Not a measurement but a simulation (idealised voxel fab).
The process module presented herein is designated voxel capacitor over wiring.
The width of the displayed cross-section, cut, is 260 nm; its cells are square, with a size of 5 nm.
Throughout this document, each cross-section is represented as a grid of square cells and is presented as a sequence of bands enumerated from the top downward, where a band comprises one or more rows of cells.
Heights first: top, then bottom, in nm. Then materials, left to right, each with a width in nm. "edge to edge" on a single material: fills the band edge to edge. "empty": empty space.
Counting heights begins at 0, where everything beneath is, in the wafer as received, one material. The lowest band has no bottom; it goes on downwards, as "from 0 down" shows.
Top row gets the first number, bottom row gets the second, and each row in between changes by the same step: that is how a band width like "30..40" works.
The designation "no change occurred", where it is given for a processing step, indicates that no cell of the cross-section was altered in the course of that step.
You'll see "Closed voids list" listing empty spaces that have no way open to the top, as long as they're 8 cells or more; the notation is width x height at distance, where the distance is from the left edge, and all of it is in nm.
The remark found on a step's line after its settings is issued by the simulator itself and pertains to that step.
overlay nm: where the mask lay relative to plan, measured to the right, on steps with a mask; negatives go left.
## Listed below are the process steps as planned
1 RECEIVE | material Si
2 CONFORMAL_DEP | material SiO2 | thk nm 15
3 DIRECTIONAL_DEP | material TiN | thk nm 5
4 DIRECTIONAL_DEP | material W | thk nm 25
5 DIRECTIONAL_DEP | material aC | thk nm 10
6 PATTERN | tone cover | mask id METAL_1 | material resist | width nm 20 | pitch nm 85 | thk nm 25 | overlay nm 0
7 DIRECTIONAL_ETCH | etch materials aC | depth nm 10
8 STRIP | etch materials resist
9 DIRECTIONAL_ETCH | etch materials W | depth nm 25
10 DIRECTIONAL_ETCH | etch materials TiN | depth nm 5
11 STRIP | etch materials aC
12 CONFORMAL_DEP | material SiN | thk nm 5
13 FILL_DEP | material SiO2 | thk nm 5
14 CMP | height nm 45
15 CONFORMAL_DEP | material SiCN | thk nm 5
16 DIRECTIONAL_DEP | material lowk | thk nm 10
17 MASKED_ETCH | tone open | mask id PLUG_1 | width nm 15 | etch materials lowk | depth nm 10 | overlay nm 0
18 MASKED_ETCH | tone open | mask id PLUG_1 | width nm 15 | etch materials SiCN | depth nm 5 | overlay nm 0
19 CONFORMAL_DEP | material TiN | thk nm 5
20 FILL_DEP | material Cu | thk nm 10
21 CMP | height nm 60
22 DIRECTIONAL_DEP | material TiN | thk nm 10
23 DIRECTIONAL_DEP | material HfO2 | thk nm 5
24 DIRECTIONAL_DEP | material TiN | thk nm 5
25 DIRECTIONAL_DEP | material aC | thk nm 15
26 PATTERN | tone cover | mask id UPPER_PLATE | material resist | width nm 70 | thk nm 35 | overlay nm 0
27 DIRECTIONAL_ETCH | etch materials aC | depth nm 15
28 STRIP | etch materials resist
29 DIRECTIONAL_ETCH | etch materials TiN | depth nm 5
30 DIRECTIONAL_ETCH | etch materials HfO2 | depth nm 5
31 STRIP | etch materials aC
32 MASKED_ETCH | tone cover | mask id LOWER_PLATE | width nm 80 | etch materials TiN | depth nm 10 | overlay nm 0
33 FILL_DEP | material SiO2 | thk nm 20
34 CMP | height nm 95
35 PATTERN | tone open | mask id PLUG_2 | material resist | width nm 15 | thk nm 15 | overlay nm 0
36 DIRECTIONAL_ETCH | etch materials SiO2 | depth nm 15
37 STRIP | etch materials resist
38 CONFORMAL_DEP | material TiN | thk nm 5
39 FILL_DEP | material Cu | thk nm 5
40 CMP | height nm 95
41 CONFORMAL_DEP | material SiN | thk nm 5
## As received (post step 1): cross-section
  from 0 down | Si edge to edge
  Closed voids list: none
## a wafer at the end: this start, this plan, one mistake
  from 100 to 95 | SiN edge to edge
  from 95 to 85 | 90 nm SiO2, then 5 nm TiN, then 5 nm Cu, then 5 nm TiN, then 155 nm SiO2
  from 85 to 75 | 90..80 nm SiO2, then 15..70 nm TiN, then 155..110 nm SiO2
  from 75 to 70 | 80 nm SiO2, then 70 nm HfO2, then 110 nm SiO2
  from 70 to 60 | 75 nm SiO2, then 80 nm TiN, then 105 nm SiO2
  from 60 to 50 | 80 nm lowk, then 5 nm TiN, then 5 nm Cu, then 5 nm TiN, then 165 nm lowk
  from 50 to 45 | 80 nm SiCN, then 15 nm TiN, then 165 nm SiCN
  from 45 to 35 | 70 nm SiO2, then 5 nm SiN, then 20 nm W, then 5 nm SiN, then 55 nm SiO2, then 5 nm SiN, then 20 nm W, then 5 nm SiN, then 75 nm SiO2
  from 35 to 30 | 75 nm SiN, then 20 nm TiN, then 65 nm SiN, then 20 nm TiN, then 80 nm SiN
  from 30 to 0 | SiO2 edge to edge
  from 0 down | Si edge to edge
  Closed voids list: none
In executing the process, a mistake was made relative to the plan: step 2 was run twice
